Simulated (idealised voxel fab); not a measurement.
Process module name: voxel released beams
Each square cell in cross-section cut measures 5 nm, and the section as a whole is 165 nm wide.
Throughout this document, each cross-section is represented as a grid of square cells and is presented as a sequence of bands enumerated from the top downward, where a band comprises one or more rows of cells. Heads up on the band format: heights come first, top then bottom, in nm. After that it's the materials left to right, each with its width in nm. A single material flagged "all across" fills the whole band edge to edge, and "empty" means there's empty space there. For the purposes of this specification, 0 denotes the height below which the wafer in its as-received condition is composed wholly of one material, and the lowermost band, lacking a lower limit, extends downward without end, as expressed in "0..down". When a width is written as two numbers, as in "30..40", the first number is the width in the top row of cells of the band and the second is the width in its bottom row, and the width changes by the same amount from each row to the next. No cell of the cross-section changed in a step that is given as "no alterations made". Listed in "Enclosed empty spaces": every empty space of 8 or more cells without an open way to the top. Form: width x height at distance, the distance being from the left edge, all in nm. Post-settings text on a step line: simulator's own remark regarding the step. overlay nm: mask right of planned place by this much (step with mask). Neg. = left.

**Process steps - plan**
1. RECEIVE (material Si)
2. CONFORMAL_DEP (material SiN; thk nm 10)
3. DIRECTIONAL_DEP (material SiO2; thk nm 20)
4. PATTERN (tone open; mask id ANCHOR; material resist; width nm 30; thk nm 20; overlay nm 0)
5. DIRECTIONAL_ETCH (etch materials SiO2; depth nm 20)
6. STRIP (etch materials resist)
7. CONFORMAL_DEP (material TiN; thk nm 10)
8. MASKED_ETCH (tone cover; mask id BEAM; width nm 115; etch materials TiN; depth nm 10; overlay nm 0)
9. STRIP (etch materials SiO2)

**Cross-section of the incoming wafer, state after step 1**
* 0..down = Si all across
* Enclosed empty spaces: none

**Result of the module, cross-sectioned: start per above, plan per above, one error in how it was run**
* 30..10 = SiO2 25 nm | empty 30 nm | SiO2 110 nm
* 10..0 = SiN all across
* 0..down = Si all across
* Enclosed empty spaces: none
Want to know what went wrong? step 9 was run on a setting that differed from the plan, and what really ran there is STRIP (etch materials TiN)
